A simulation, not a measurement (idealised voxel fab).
Title: Process Module voxel self aligned vias
Each square cell in cross-section cut measures 5 nm, and the section as a whole is 280 nm wide.
Just so we're on the same page, the cross-sections are grids of square cells, and they're listed out in bands top to bottom, each band one or more rows deep.
The band entry comprises the height of the band's top followed by the height of its bottom, expressed in nm, and subsequently the band's materials from left to right, each stated together with its width in nm. Where a single material is marked with the word "all across", that material fills the band from edge to edge. The word "air" represents empty space.
The reference from which all heights are counted is 0, the level beneath which the as-received wafer is entirely one material; the lowest band, having no lower bound, proceeds downward and is written after the example "z 0 and below".
The expression "30 to 40" gives the width at the extremes of the band, the first number at its top row of cells and the second at its bottom row, with the width changing by equal amounts from each row to the next in between.
"same as before" -> step changed no cross-section cell.
Closed empty spaces: empty space of 8 cells or more with no open way to the top, each as width x height at its distance from the left edge, in nm
Anything after a step's settings on that line? It's the simulator's own note about the step.
overlay nm: where the mask lay relative to plan, measured to the right, on steps with a mask; negatives go left.

Steps planned for the process:
1 RECEIVE [material Si]
2 CONFORMAL_DEP [material SiO2] [thk nm 10]
3 CONFORMAL_DEP [material SiCN] [thk nm 5]
4 DIRECTIONAL_DEP [material SiO2] [thk nm 30]
5 MASKED_ETCH [tone open] [mask id LINES] [width nm 25] [pitch nm 75] [etch materials SiO2] [depth nm 30] [overlay nm 0]
6 CONFORMAL_DEP [material TiN] [thk nm 5]
7 FILL_DEP [material W] [thk nm 10]
8 CMP [height nm 45]
9 SELECTIVE_ETCH [etch materials W Ru TiN] [depth nm 5]
10 FILL_DEP [material SiN] [thk nm 10]
11 CMP [height nm 45]
12 DIRECTIONAL_DEP [material SiO2] [thk nm 15]
13 PATTERN [tone open] [mask id VIAS] [material resist] [width nm 45] [thk nm 20] [overlay nm 0]
14 DIRECTIONAL_ETCH [etch materials SiO2] [depth nm 15]
15 DIRECTIONAL_ETCH [etch materials SiN] [depth nm 5]
16 STRIP [etch materials resist]
17 CONFORMAL_DEP [material TiN] [thk nm 5]
18 FILL_DEP [material Cu] [thk nm 10]
19 CMP [height nm 60]
20 CONFORMAL_DEP [material SiCN] [thk nm 5]

First wafer, as planned:

Wafer as received: cross-section following step 1:
	z 0 and below | Si all across
	Closed empty spaces: none

Once step 2 is through, the wafer looks like this in cross-section:
	z 10 to 0 | SiO2 all across
	Everything below 0 is unchanged.

Once step 3 is through, the wafer looks like this in cross-section:
	z 15 to 10 | SiCN all across
	Everything below 10 is unchanged.

Once step 4 is through, the wafer looks like this in cross-section:
	z 45 to 15 | SiO2 all across
	Everything below 15 is unchanged.

Once step 5 is through, the wafer looks like this in cross-section:
	z 45 to 15 | 90 SiO2; 25 air; 50 SiO2; 25 air; 90 SiO2
	Everything below 15 is unchanged.

Once step 6 is through, the wafer looks like this in cross-section:
	z 50 to 45 | 95 TiN; 15 air; 60 TiN; 15 air; 95 TiN
	z 45 to 20 | 90 SiO2; 5 TiN; 15 air; 5 TiN; 50 SiO2; 5 TiN; 15 air; 5 TiN; 90 SiO2
	z 20 to 15 | 90 SiO2; 25 TiN; 50 SiO2; 25 TiN; 90 SiO2
	Everything below 15 is unchanged.

Once step 7 is through, the wafer looks like this in cross-section:
	z 60 to 50 | W all across
	z 50 to 45 | 95 TiN; 15 W; 60 TiN; 15 W; 95 TiN
	z 45 to 20 | 90 SiO2; 5 TiN; 15 W; 5 TiN; 50 SiO2; 5 TiN; 15 W; 5 TiN; 90 SiO2
	Everything below 20 is unchanged.

Once step 8 is through, the wafer looks like this in cross-section:
	z 45 to 20 | 90 SiO2; 5 TiN; 15 W; 5 TiN; 50 SiO2; 5 TiN; 15 W; 5 TiN; 90 SiO2
	Everything below 20 is unchanged.

Once step 9 is through, the wafer looks like this in cross-section:
	z 45 to 40 | 90 SiO2; 25 air; 50 SiO2; 25 air; 90 SiO2
	Everything below 40 is unchanged.

Once step 10 is through, the wafer looks like this in cross-section:
	z 55 to 45 | SiN all across
	z 45 to 40 | 90 SiO2; 25 SiN; 50 SiO2; 25 SiN; 90 SiO2
	Everything below 40 is unchanged.

Once step 11 is through, the wafer looks like this in cross-section:
	z 45 to 40 | 90 SiO2; 25 SiN; 50 SiO2; 25 SiN; 90 SiO2
	Everything below 40 is unchanged.

Once step 12 is through, the wafer looks like this in cross-section:
	z 60 to 45 | SiO2 all across
	Everything below 45 is unchanged.

Once step 13 is through, the wafer looks like this in cross-section:
	z 80 to 60 | 80 resist; 45 air; 155 resist
	Everything below 60 is unchanged.

Once step 14 is through, the wafer looks like this in cross-section:
	z 80 to 60 | 80 resist; 45 air; 155 resist
	z 60 to 45 | 80 SiO2; 45 air; 155 SiO2
	Everything below 45 is unchanged.

Once step 15 is through, the wafer looks like this in cross-section:
	z 80 to 60 | 80 resist; 45 air; 155 resist
	z 60 to 45 | 80 SiO2; 45 air; 155 SiO2
	z 45 to 40 | 90 SiO2; 25 air; 50 SiO2; 25 SiN; 90 SiO2
	Everything below 40 is unchanged.

Once step 16 is through, the wafer looks like this in cross-section:
	z 60 to 45 | 80 SiO2; 45 air; 155 SiO2
	Everything below 45 is unchanged.

Once step 17 is through, the wafer looks like this in cross-section:
	z 65 to 60 | 85 TiN; 35 air; 160 TiN
	z 60 to 50 | 80 SiO2; 5 TiN; 35 air; 5 TiN; 155 SiO2
	z 50 to 45 | 80 SiO2; 15 TiN; 15 air; 15 TiN; 155 SiO2
	z 45 to 40 | 90 SiO2; 25 TiN; 50 SiO2; 25 SiN; 90 SiO2
	Everything below 40 is unchanged.

Once step 18 is through, the wafer looks like this in cross-section:
	z 75 to 65 | Cu all across
	z 65 to 60 | 85 TiN; 35 Cu; 160 TiN
	z 60 to 50 | 80 SiO2; 5 TiN; 35 Cu; 5 TiN; 155 SiO2
	z 50 to 45 | 80 SiO2; 15 TiN; 15 Cu; 15 TiN; 155 SiO2
	Everything below 45 is unchanged.

Once step 19 is through, the wafer looks like this in cross-section:
	z 60 to 50 | 80 SiO2; 5 TiN; 35 Cu; 5 TiN; 155 SiO2
	Everything below 50 is unchanged.

Once step 20 is through, the wafer looks like this in cross-section:
	z 65 to 60 | SiCN all across
	Everything below 60 is unchanged.

Second Wafer (Identical Start and Plan, One Processing Error; Matches First Wafer Through Step 13):

The second wafer in cross-section, at the planned close of step 14:
	z 80 to 60 | 80 resist; 45 air; 155 resist
	z 60 to 45 | 80 SiO2; 45 air; 155 SiO2
	z 45 to 40 | 80 SiO2; 10 air; 25 SiN; 10 air; 40 SiO2; 25 SiN; 90 SiO2
	z 40 to 30 | 80 SiO2; 10 air; 5 TiN; 15 W; 5 TiN; 10 air; 40 SiO2; 5 TiN; 15 W; 5 TiN; 90 SiO2
	Everything below 30 is unchanged.

The second wafer in cross-section, at the planned close of step 15:
	z 80 to 60 | 80 resist; 45 air; 155 resist
	z 60 to 45 | 80 SiO2; 45 air; 155 SiO2
	z 45 to 40 | 80 SiO2; 45 air; 40 SiO2; 25 SiN; 90 SiO2
	Everything below 40 is unchanged.

The second wafer in cross-section, at the planned close of step 16:
	z 60 to 45 | 80 SiO2; 45 air; 155 SiO2
	Everything below 45 is unchanged.

The second wafer in cross-section, at the planned close of step 17:
	z 65 to 60 | 85 TiN; 35 air; 160 TiN
	z 60 to 45 | 80 SiO2; 5 TiN; 35 air; 5 TiN; 155 SiO2
	z 45 to 40 | 80 SiO2; 45 TiN; 40 SiO2; 25 SiN; 90 SiO2
	z 40 to 30 | 80 SiO2; 15 TiN; 15 W; 15 TiN; 40 SiO2; 5 TiN; 15 W; 5 TiN; 90 SiO2
	Everything below 30 is unchanged.

The second wafer in cross-section, at the planned close of step 18:
	z 75 to 65 | Cu all across
	z 65 to 60 | 85 TiN; 35 Cu; 160 TiN
	z 60 to 45 | 80 SiO2; 5 TiN; 35 Cu; 5 TiN; 155 SiO2
	Everything below 45 is unchanged.

The second wafer in cross-section, at the planned close of step 19:
	z 60 to 45 | 80 SiO2; 5 TiN; 35 Cu; 5 TiN; 155 SiO2
	Everything below 45 is unchanged.

The second wafer in cross-section, at the planned close of step 20:
	z 65 to 60 | SiCN all across
	Everything below 60 is unchanged.
Finding, execution versus plan: step 14 of the plan was carried out twice
The final cell counts differ between the wafers, with the second having more or fewer of some materials than the first: Cu +4; SiO2 -12; TiN +8
